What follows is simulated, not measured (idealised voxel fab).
Process module name: voxel gate over fins
Cross-section cut spans 255 nm and uses square cells 5 nm in size.
For the purposes of this document, a cross-section shall be understood as a grid of square cells, specified as bands listed in top-to-bottom order, each band consisting of one or more rows of cells.
Within each band entry, the heights of the top and of the bottom of the band appear first, in that order and in nm; the materials of the band then follow from left to right, each with its corresponding width in nm. The designation "all across" on a single material indicates that it fills the band from edge to edge; the designation "blank" indicates empty space.
The level at which height equals 0 is the one under which the wafer, as it arrives, is entirely one material. No lower edge exists for the bottom band, which continues downward and is notated as in "0 down".
Read "30..40" as a graded width: first number on top, second number at the bottom, same change between each pair of neighbouring rows.
"remained the same" (step): cross-section cells unchanged, all of them.
Listed in "Enclosed internal cavities": every empty space of 8 or more cells without an open way to the top. Form: width x height at distance, the distance being from the left edge, all in nm.
Note: text after step settings on the step line = simulator remark on that step.
You can add "overlay nm" to a step's line. For a step with a mask, it describes how far the mask lay to the right of its planned position, and a negative number describes a lay to the left.

Process steps (planned):
1,RECEIVE [material Si]
2,CONFORMAL_DEP [material SiN] [thk nm 10]
3,MASKED_ETCH [tone cover] [mask id FINS] [width nm 15] [pitch nm 60] [etch materials SiN] [depth nm 10] [overlay nm 0]
4,MASKED_ETCH [tone cover] [mask id FINS] [width nm 15] [pitch nm 60] [etch materials Si] [depth nm 35] [overlay nm 0]
5,OXIDIZE [depth nm 5]
6,FILL_DEP [material SiO2] [thk nm 10]
7,CMP [height nm 10]
8,PATTERN [tone open] [mask id RAIL] [material resist] [width nm 15] [thk nm 20] [overlay nm 0]
9,DIRECTIONAL_ETCH [etch materials SiO2] [depth nm 40]
10,STRIP [etch materials resist]
11,CONFORMAL_DEP [material TiN] [thk nm 5]
12,FILL_DEP [material Ru] [thk nm 5]
13,CMP [height nm 10]
14,SELECTIVE_ETCH [etch materials W Ru TiN] [depth nm 30]
15,FILL_DEP [material SiO2] [thk nm 5]
16,CMP [height nm 10]
17,SELECTIVE_ETCH [etch materials SiO2] [depth nm 25]
18,STRIP [etch materials SiN]
19,CONFORMAL_DEP [material HfO2] [thk nm 5]
20,CONFORMAL_DEP [material TiN] [thk nm 5]
21,FILL_DEP [material W] [thk nm 15]
22,CMP [height nm 20]
23,CONFORMAL_DEP [material SiCN] [thk nm 10]

First of two wafers - as planned:

Cross-section: wafer on arrival = after step 1:
> 0 down  Si all across
> Enclosed internal cavities: none

Cross-sectional representation of the wafer at the conclusion of step 2:
> 10 to 0  SiN all across
> At heights below 0, the structure remains unaltered.

Cross-sectional representation of the wafer at the conclusion of step 3:
> 10 to 0  blank 60 | SiN 15 | blank 45 | SiN 15 | blank 45 | SiN 15 | blank 60
> At heights below 0, the structure remains unaltered.

Cross-sectional representation of the wafer at the conclusion of step 4:
> 10 to 0  blank 60 | SiN 15 | blank 45 | SiN 15 | blank 45 | SiN 15 | blank 60
> 0 to -35  blank 60 | Si 15 | blank 45 | Si 15 | blank 45 | Si 15 | blank 60
> At heights below -35, the structure remains unaltered.

Cross-sectional representation of the wafer at the conclusion of step 5:
> 10 to 0  blank 60 | SiN 15 | blank 45 | SiN 15 | blank 45 | SiN 15 | blank 60
> 0 to -35  blank 60 | SiO2 5 | Si 5 | SiO2 5 | blank 45 | SiO2 5 | Si 5 | SiO2 5 | blank 45 | SiO2 5 | Si 5 | SiO2 5 | blank 60
> -35 to -40  SiO2 65 | Si 5 | SiO2 55 | Si 5 | SiO2 55 | Si 5 | SiO2 65
> At heights below -40, the structure remains unaltered.

Cross-sectional representation of the wafer at the conclusion of step 6:
> 20 to 10  SiO2 all across
> 10 to 0  SiO2 60 | SiN 15 | SiO2 45 | SiN 15 | SiO2 45 | SiN 15 | SiO2 60
> 0 to -40  SiO2 65 | Si 5 | SiO2 55 | Si 5 | SiO2 55 | Si 5 | SiO2 65
> At heights below -40, the structure remains unaltered.

Cross-sectional representation of the wafer at the conclusion of step 7:
> 10 to 0  SiO2 60 | SiN 15 | SiO2 45 | SiN 15 | SiO2 45 | SiN 15 | SiO2 60
> At heights below 0, the structure remains unaltered.

Cross-sectional representation of the wafer at the conclusion of step 8:
> 30 to 10  resist 90 | blank 15 | resist 150
> At heights below 10, the structure remains unaltered.

Cross-sectional representation of the wafer at the conclusion of step 9:
> 30 to 10  resist 90 | blank 15 | resist 150
> 10 to 0  SiO2 60 | SiN 15 | SiO2 15 | blank 15 | SiO2 15 | SiN 15 | SiO2 45 | SiN 15 | SiO2 60
> 0 to -30  SiO2 65 | Si 5 | SiO2 20 | blank 15 | SiO2 20 | Si 5 | SiO2 55 | Si 5 | SiO2 65
> At heights below -30, the structure remains unaltered.

Cross-sectional representation of the wafer at the conclusion of step 10:
> 10 to 0  SiO2 60 | SiN 15 | SiO2 15 | blank 15 | SiO2 15 | SiN 15 | SiO2 45 | SiN 15 | SiO2 60
> At heights below 0, the structure remains unaltered.

Cross-sectional representation of the wafer at the conclusion of step 11:
> 15 to 10  TiN 95 | blank 5 | TiN 155
> 10 to 0  SiO2 60 | SiN 15 | SiO2 15 | TiN 5 | blank 5 | TiN 5 | SiO2 15 | SiN 15 | SiO2 45 | SiN 15 | SiO2 60
> 0 to -25  SiO2 65 | Si 5 | SiO2 20 | TiN 5 | blank 5 | TiN 5 | SiO2 20 | Si 5 | SiO2 55 | Si 5 | SiO2 65
> -25 to -30  SiO2 65 | Si 5 | SiO2 20 | TiN 15 | SiO2 20 | Si 5 | SiO2 55 | Si 5 | SiO2 65
> At heights below -30, the structure remains unaltered.

Cross-sectional representation of the wafer at the conclusion of step 12:
> 20 to 15  Ru all across
> 15 to 10  TiN 95 | Ru 5 | TiN 155
> 10 to 0  SiO2 60 | SiN 15 | SiO2 15 | TiN 5 | Ru 5 | TiN 5 | SiO2 15 | SiN 15 | SiO2 45 | SiN 15 | SiO2 60
> 0 to -25  SiO2 65 | Si 5 | SiO2 20 | TiN 5 | Ru 5 | TiN 5 | SiO2 20 | Si 5 | SiO2 55 | Si 5 | SiO2 65
> At heights below -25, the structure remains unaltered.

Cross-sectional representation of the wafer at the conclusion of step 13:
> 10 to 0  SiO2 60 | SiN 15 | SiO2 15 | TiN 5 | Ru 5 | TiN 5 | SiO2 15 | SiN 15 | SiO2 45 | SiN 15 | SiO2 60
> At heights below 0, the structure remains unaltered.

Cross-sectional representation of the wafer at the conclusion of step 14:
> 10 to 0  SiO2 60 | SiN 15 | SiO2 15 | blank 15 | SiO2 15 | SiN 15 | SiO2 45 | SiN 15 | SiO2 60
> 0 to -20  SiO2 65 | Si 5 | SiO2 20 | blank 15 | SiO2 20 | Si 5 | SiO2 55 | Si 5 | SiO2 65
> At heights below -20, the structure remains unaltered.

Cross-sectional representation of the wafer at the conclusion of step 15:
> 15 to 10  SiO2 all across
> 10 to 0  SiO2 60 | SiN 15 | SiO2 45 | SiN 15 | SiO2 45 | SiN 15 | SiO2 60
> 0 to -20  SiO2 65 | Si 5 | SiO2 55 | Si 5 | SiO2 55 | Si 5 | SiO2 65
> At heights below -20, the structure remains unaltered.

Cross-sectional representation of the wafer at the conclusion of step 16:
> 10 to 0  SiO2 60 | SiN 15 | SiO2 45 | SiN 15 | SiO2 45 | SiN 15 | SiO2 60
> At heights below 0, the structure remains unaltered.

Cross-sectional representation of the wafer at the conclusion of step 17:
> 10 to 0  blank 60 | SiN 15 | blank 45 | SiN 15 | blank 45 | SiN 15 | blank 60
> 0 to -15  blank 65 | Si 5 | blank 55 | Si 5 | blank 55 | Si 5 | blank 65
> At heights below -15, the structure remains unaltered.

Cross-sectional representation of the wafer at the conclusion of step 18:
> 0 to -15  blank 65 | Si 5 | blank 55 | Si 5 | blank 55 | Si 5 | blank 65
> At heights below -15, the structure remains unaltered.

Cross-sectional representation of the wafer at the conclusion of step 19:
> 5 to 0  blank 60 | HfO2 15 | blank 45 | HfO2 15 | blank 45 | HfO2 15 | blank 60
> 0 to -10  blank 60 | HfO2 5 | Si 5 | HfO2 5 | blank 45 | HfO2 5 | Si 5 | HfO2 5 | blank 45 | HfO2 5 | Si 5 | HfO2 5 | blank 60
> -10 to -15  HfO2 65 | Si 5 | HfO2 55 | Si 5 | HfO2 55 | Si 5 | HfO2 65
> At heights below -15, the structure remains unaltered.

Cross-sectional representation of the wafer at the conclusion of step 20:
> 10 to 5  blank 55 | TiN 25 | blank 35 | TiN 25 | blank 35 | TiN 25 | blank 55
> 5 to 0  blank 55 | TiN 5 | HfO2 15 | TiN 5 | blank 35 | TiN 5 | HfO2 15 | TiN 5 | blank 35 | TiN 5 | HfO2 15 | TiN 5 | blank 55
> 0 to -5  blank 55 | TiN 5 | HfO2 5 | Si 5 | HfO2 5 | TiN 5 | blank 35 | TiN 5 | HfO2 5 | Si 5 | HfO2 5 | TiN 5 | blank 35 | TiN 5 | HfO2 5 | Si 5 | HfO2 5 | TiN 5 | blank 55
> -5 to -10  TiN 60 | HfO2 5 | Si 5 | HfO2 5 | TiN 45 | HfO2 5 | Si 5 | HfO2 5 | TiN 45 | HfO2 5 | Si 5 | HfO2 5 | TiN 60
> At heights below -10, the structure remains unaltered.

Cross-sectional representation of the wafer at the conclusion of step 21:
> 25 to 10  W all across
> 10 to 5  W 55 | TiN 25 | W 35 | TiN 25 | W 35 | TiN 25 | W 55
> 5 to 0  W 55 | TiN 5 | HfO2 15 | TiN 5 | W 35 | TiN 5 | HfO2 15 | TiN 5 | W 35 | TiN 5 | HfO2 15 | TiN 5 | W 55
> 0 to -5  W 55 | TiN 5 | HfO2 5 | Si 5 | HfO2 5 | TiN 5 | W 35 | TiN 5 | HfO2 5 | Si 5 | HfO2 5 | TiN 5 | W 35 | TiN 5 | HfO2 5 | Si 5 | HfO2 5 | TiN 5 | W 55
> At heights below -5, the structure remains unaltered.

Cross-sectional representation of the wafer at the conclusion of step 22:
> 20 to 10  W all across
> At heights below 10, the structure remains unaltered.

Cross-sectional representation of the wafer at the conclusion of step 23:
> 30 to 20  SiCN all across
> At heights below 20, the structure remains unaltered.

Regarding the second of the two wafers: it shared the first wafer's starting condition and process plan, yet one error occurred during its execution. Its history coincides with that of the first wafer up to and including step 16:

The second wafer in cross-section, at the planned close of step 17:
> 10 to 0  blank 60 | SiN 15 | blank 45 | SiN 15 | blank 45 | SiN 15 | blank 60
> 0 to -5  blank 65 | Si 5 | blank 55 | Si 5 | blank 55 | Si 5 | blank 65
> At heights below -5, the structure remains unaltered.

The second wafer in cross-section, at the planned close of step 18:
> 0 to -5  blank 65 | Si 5 | blank 55 | Si 5 | blank 55 | Si 5 | blank 65
> At heights below -5, the structure remains unaltered.

The second wafer in cross-section, at the planned close of step 19:
> 5 to 0  blank 60 | HfO2 15 | blank 45 | HfO2 15 | blank 45 | HfO2 15 | blank 60
> 0 to -5  HfO2 65 | Si 5 | HfO2 55 | Si 5 | HfO2 55 | Si 5 | HfO2 65
> At heights below -5, the structure remains unaltered.

The second wafer in cross-section, at the planned close of step 20:
> 10 to 5  blank 55 | TiN 25 | blank 35 | TiN 25 | blank 35 | TiN 25 | blank 55
> 5 to 0  TiN 60 | HfO2 15 | TiN 45 | HfO2 15 | TiN 45 | HfO2 15 | TiN 60
> At heights below 0, the structure remains unaltered.

The second wafer in cross-section, at the planned close of step 21:
> 25 to 10  W all across
> 10 to 5  W 55 | TiN 25 | W 35 | TiN 25 | W 35 | TiN 25 | W 55
> At heights below 5, the structure remains unaltered.

The second wafer in cross-section, at the planned close of step 22:
> 20 to 10  W all across
> At heights below 10, the structure remains unaltered.

The second wafer in cross-section, at the planned close of step 23:
> 30 to 20  SiCN all across
> At heights below 20, the structure remains unaltered.
Nonconformance to the process plan: contrary to plan, step 17 was performed as SELECTIVE_ETCH [etch materials SiO2] [depth nm 15]
Looking at both finished wafers in cells, the second ends up ahead of or behind the first on some materials: HfO2: 12 fewer | SiO2: 96 more | TiN: 12 fewer | W: 72 fewer
